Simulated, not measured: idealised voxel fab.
A process module follows: voxel lift off.
Pictured: cross-section cut, 195 nm wide, on a grid of 5 nm square cells.
In this document a cross-section is written as a grid of square cells. It is given as a series of bands, listed from the top down, and a band is one or more rows of cells.
For a band, the entry starts with two heights in nm, that of the top and then that of the bottom, and carries on with the band's materials in order from left to right, each alongside its width in nm; the word "all across" beside a single material means it fills the band edge to edge, and "blank" means empty space.
Height 0 is the level under which the wafer as received is all one material. The lowest band goes on downwards, as in "0..down".
The notation "30 to 40" denotes a width that varies across the rows of cells in the band, beginning at the first number in the top row, finishing at the second number in the bottom row, and changing by an identical amount from each row to the next.
A step reported as "changes: none" is a step in which no cell of the cross-section changed.
This entry, "Enclosed internal cavities", enumerates those empty regions of no fewer than 8 cells that possess no open connection to the top. Each region is reported in the form width x height at distance, the distance being taken from the left edge, with all three quantities expressed in nm.
Heads up: the bit after the settings on a step's line is the simulator's remark on that step.
You can add "overlay nm" to a step's line. For a step with a mask, it describes how far the mask lay to the right of its planned position, and a negative number describes a lay to the left.
## Steps in the process plan
- 1: RECEIVE [material Si]
- 2: CONFORMAL_DEP [material SiO2] [thk nm 10]
- 3: PATTERN [tone open] [mask id LINES] [material resist] [width nm 20] [pitch nm 40] [thk nm 25] [overlay nm 0]
- 4: DIRECTIONAL_DEP [material Ru] [thk nm 15]
- 5: STRIP [etch materials resist]
- 6: CONFORMAL_DEP [material SiO2] [thk nm 10]
## What follows covers the first of two wafers; it ran as planned
## Here's what the wafer looked like in cross-section when it arrived - that's after step 1
0..down  Si all across
Enclosed internal cavities: none
## Cross-section through the wafer, step 2 finished
10..0  SiO2 all across
below 0: unchanged
## Cross-section through the wafer, step 3 finished
35..10  65 nm resist; 20 nm blank; 20 nm resist; 20 nm blank; 70 nm resist
below 10: unchanged
## Cross-section through the wafer, step 4 finished
50..35  65 nm Ru; 20 nm blank; 20 nm Ru; 20 nm blank; 70 nm Ru
35..25  65 nm resist; 20 nm blank; 20 nm resist; 20 nm blank; 70 nm resist
25..10  65 nm resist; 20 nm Ru; 20 nm resist; 20 nm Ru; 70 nm resist
below 10: unchanged
## Cross-section through the wafer, step 5 finished
25..10  65 nm blank; 20 nm Ru; 20 nm blank; 20 nm Ru; 70 nm blank
below 10: unchanged
## Cross-section through the wafer, step 6 finished
35..25  55 nm blank; 80 nm SiO2; 60 nm blank
25..20  55 nm blank; 10 nm SiO2; 20 nm Ru; 20 nm SiO2; 20 nm Ru; 10 nm SiO2; 60 nm blank
20..10  65 nm SiO2; 20 nm Ru; 20 nm SiO2; 20 nm Ru; 70 nm SiO2
below 10: unchanged
## Wafer two of two - same starting point, same process plan, one mistake in execution; matches wafer one up to and including step 2
## Second wafer profile in section, at the moment step 3 of the plan was meant to be complete
35..10  65 nm resist; 25 nm blank; 15 nm resist; 25 nm blank; 65 nm resist
below 10: unchanged
## Second wafer profile in section, at the moment step 4 of the plan was meant to be complete
50..35  65 nm Ru; 25 nm blank; 15 nm Ru; 25 nm blank; 65 nm Ru
35..25  65 nm resist; 25 nm blank; 15 nm resist; 25 nm blank; 65 nm resist
25..10  65 nm resist; 25 nm Ru; 15 nm resist; 25 nm Ru; 65 nm resist
below 10: unchanged
## Second wafer profile in section, at the moment step 5 of the plan was meant to be complete
25..10  65 nm blank; 25 nm Ru; 15 nm blank; 25 nm Ru; 65 nm blank
below 10: unchanged
## Second wafer profile in section, at the moment step 6 of the plan was meant to be complete
35..25  55 nm blank; 85 nm SiO2; 55 nm blank
25..20  55 nm blank; 10 nm SiO2; 25 nm Ru; 15 nm SiO2; 25 nm Ru; 10 nm SiO2; 55 nm blank
20..10  65 nm SiO2; 25 nm Ru; 15 nm SiO2; 25 nm Ru; 65 nm SiO2
below 10: unchanged
Diagnosis: rather than as planned, step 3 actually ran as PATTERN [tone open] [mask id LINES] [material resist] [width nm 25] [pitch nm 40] [thk nm 25] [overlay nm 0]
End check, counted in cells, second wafer has more or fewer of these materials than the first: Ru: 6 more, SiO2: 3 fewer
